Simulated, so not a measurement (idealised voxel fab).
process module | voxel gate over fins
cross-section cut | 235 nm wide | cells 5 nm
A cross-section is a grid of square cells, given in bands from the top down. A band is one or more rows of cells.
Each band's line starts with the height of the band's top and of its bottom, in nm. Then come its materials from left to right, each with its width in nm. One material with "throughout" fills the band from edge to edge. "air" is empty space.
Height 0 is the level under which the wafer as received is all one material. The lowest band goes on downwards, as in "0 down".
A width such as "30 to 40" changes by the same amount from each row of cells to the next, from the band's top row to its bottom row.
"no change" after a step means that no cell of the cross-section changed.
closed voids: empty space of 8 cells or more with no open way to the top, each as width x height at its distance from the left edge, in nm
after a step's settings: what the simulator itself notes on the step
overlay nm, on a step with a mask: how far to the right of its planned place the mask lay; to the left if negative
plan
1 op RECEIVE | material Si
2 op CONFORMAL_DEP | material SiN | thk nm 5
3 op MASKED_ETCH | tone cover | mask id FINS | width nm 15 | pitch nm 55 | etch materials SiN | depth nm 5 | overlay nm 0
4 op MASKED_ETCH | tone cover | mask id FINS | width nm 15 | pitch nm 55 | etch materials Si | depth nm 40 | overlay nm 0
5 op OXIDIZE | depth nm 5
6 op FILL_DEP | material SiO2 | thk nm 10
7 op CMP | height nm 5
8 op PATTERN | tone open | mask id RAIL | material resist | width nm 15 | thk nm 20 | overlay nm 0
9 op DIRECTIONAL_ETCH | etch materials SiO2 | depth nm 40
10 op STRIP | etch materials resist
11 op CONFORMAL_DEP | material TiN | thk nm 5
12 op FILL_DEP | material Ru | thk nm 5
13 op CMP | height nm 5
14 op SELECTIVE_ETCH | etch materials W Ru TiN | depth nm 25
15 op FILL_DEP | material SiO2 | thk nm 5
16 op CMP | height nm 5
17 op SELECTIVE_ETCH | etch materials SiO2 | depth nm 15
18 op STRIP | etch materials SiN
19 op CONFORMAL_DEP | material HfO2 | thk nm 5
20 op CONFORMAL_DEP | material TiN | thk nm 5
21 op CONFORMAL_DEP | material TiAl | thk nm 5
22 op CONFORMAL_DEP | material TiN | thk nm 5
23 op FILL_DEP | material W | thk nm 15
24 op CMP | height nm 30
25 op CONFORMAL_DEP | material SiN | thk nm 5
as received, after step 1
  0 down: Si throughout
  closed voids: none
a wafer at the end: this start, this plan, one mistake
  35 to 30: SiN throughout
  30 to 15: W throughout
  15 to 10: W 70 | TiN 35 | W 20 | TiN 35 | W 75
  10 to 5: W 70 | TiN 5 | TiAl 25 | TiN 5 | W 20 | TiN 5 | TiAl 25 | TiN 5 | W 75
  5 to 0: TiN 75 | TiAl 5 | TiN 15 | TiAl 5 | TiN 30 | TiAl 5 | TiN 15 | TiAl 5 | TiN 80
  0 to -5: TiAl 80 | TiN 5 | Si 5 | TiN 5 | TiAl 40 | TiN 5 | Si 5 | TiN 5 | TiAl 85
  -5 to -10: TiN 85 | Si 5 | TiN 50 | Si 5 | TiN 90
  -10 to -20: SiO2 85 | Si 5 | SiO2 50 | Si 5 | SiO2 90
  -20 to -30: SiO2 85 | Si 5 | SiO2 15 | TiN 5 | Ru 5 | TiN 5 | SiO2 20 | Si 5 | SiO2 90
  -30 to -35: SiO2 85 | Si 5 | SiO2 15 | TiN 15 | SiO2 20 | Si 5 | SiO2 90
  -35 to -45: SiO2 85 | Si 5 | SiO2 50 | Si 5 | SiO2 90
  -45 down: Si throughout
  closed voids: none
what went wrong: step 19 was left out
